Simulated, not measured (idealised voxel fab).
process module | voxel trench capacitor
cross-section cut | 215 nm wide | cells 5 nm
A cross-section is a grid of square cells, given in bands from the top down. A band is one or more rows of cells.
Each band's line starts with the height of the band's top and of its bottom, in nm. Then come its materials from left to right, each with its width in nm. One material with "throughout" fills the band from edge to edge. "air" is empty space.
Height 0 is the level under which the wafer as received is all one material. The lowest band goes on downwards, as in "0 down".
A width such as "30 to 40" changes by the same amount from each row of cells to the next, from the band's top row to its bottom row.
"no change" after a step means that no cell of the cross-section changed.
closed voids: empty space of 8 cells or more with no open way to the top, each as width x height at its distance from the left edge, in nm
after a step's settings: what the simulator itself notes on the step
overlay nm, on a step with a mask: how far to the right of its planned place the mask lay; to the left if negative
plan
1 op RECEIVE | material Si
2 op CONFORMAL_DEP | material SiN | thk nm 10
3 op DIRECTIONAL_DEP | material aC | thk nm 15
4 op PATTERN | tone open | mask id TRENCH | material resist | width nm 30 | pitch nm 50 | thk nm 30 | overlay nm 0
5 op DIRECTIONAL_ETCH | etch materials aC | depth nm 15
6 op STRIP | etch materials resist
7 op DIRECTIONAL_ETCH | etch materials SiN | depth nm 10
8 op DIRECTIONAL_ETCH | etch materials Si | depth nm 35
9 op STRIP | etch materials aC
10 op CONFORMAL_DEP | material HfO2 | thk nm 5
11 op CONFORMAL_DEP | material TiN | thk nm 5
12 op FILL_DEP | material W | thk nm 10
13 op CMP | height nm 10
as received, after step 1
  0 down: Si throughout
  closed voids: none
first wafer at the end, as planned
  10 to 0: SiN 15 | HfO2 5 | TiN 5 | W 10 | TiN 5 | HfO2 5 | SiN 20 | HfO2 5 | TiN 5 | W 10 | TiN 5 | HfO2 5 | SiN 20 | HfO2 5 | TiN 5 | W 10 | TiN 5 | HfO2 5 | SiN 20 | HfO2 5 | TiN 5 | W 10 | TiN 5 | HfO2 5 | SiN 20
  0 to -25: Si 15 | HfO2 5 | TiN 5 | W 10 | TiN 5 | HfO2 5 | Si 20 | HfO2 5 | TiN 5 | W 10 | TiN 5 | HfO2 5 | Si 20 | HfO2 5 | TiN 5 | W 10 | TiN 5 | HfO2 5 | Si 20 | HfO2 5 | TiN 5 | W 10 | TiN 5 | HfO2 5 | Si 20
  -25 to -30: Si 15 | HfO2 5 | TiN 20 | HfO2 5 | Si 20 | HfO2 5 | TiN 20 | HfO2 5 | Si 20 | HfO2 5 | TiN 20 | HfO2 5 | Si 20 | HfO2 5 | TiN 20 | HfO2 5 | Si 20
  -30 to -35: Si 15 | HfO2 30 | Si 20 | HfO2 30 | Si 20 | HfO2 30 | Si 20 | HfO2 30 | Si 20
  -35 down: Si throughout
  closed voids: none
second wafer at the end: like start, like plan, one mistake
  10 to 0: W throughout
  0 down: Si throughout
  closed voids: none
what went wrong: step 2 ran as: op CONFORMAL_DEP | material W | thk nm 10
at the end the second wafer has, in cells: 88 fewer of HfO2 | 168 more of Si | 38 fewer of SiN | 72 fewer of TiN | 30 more of W
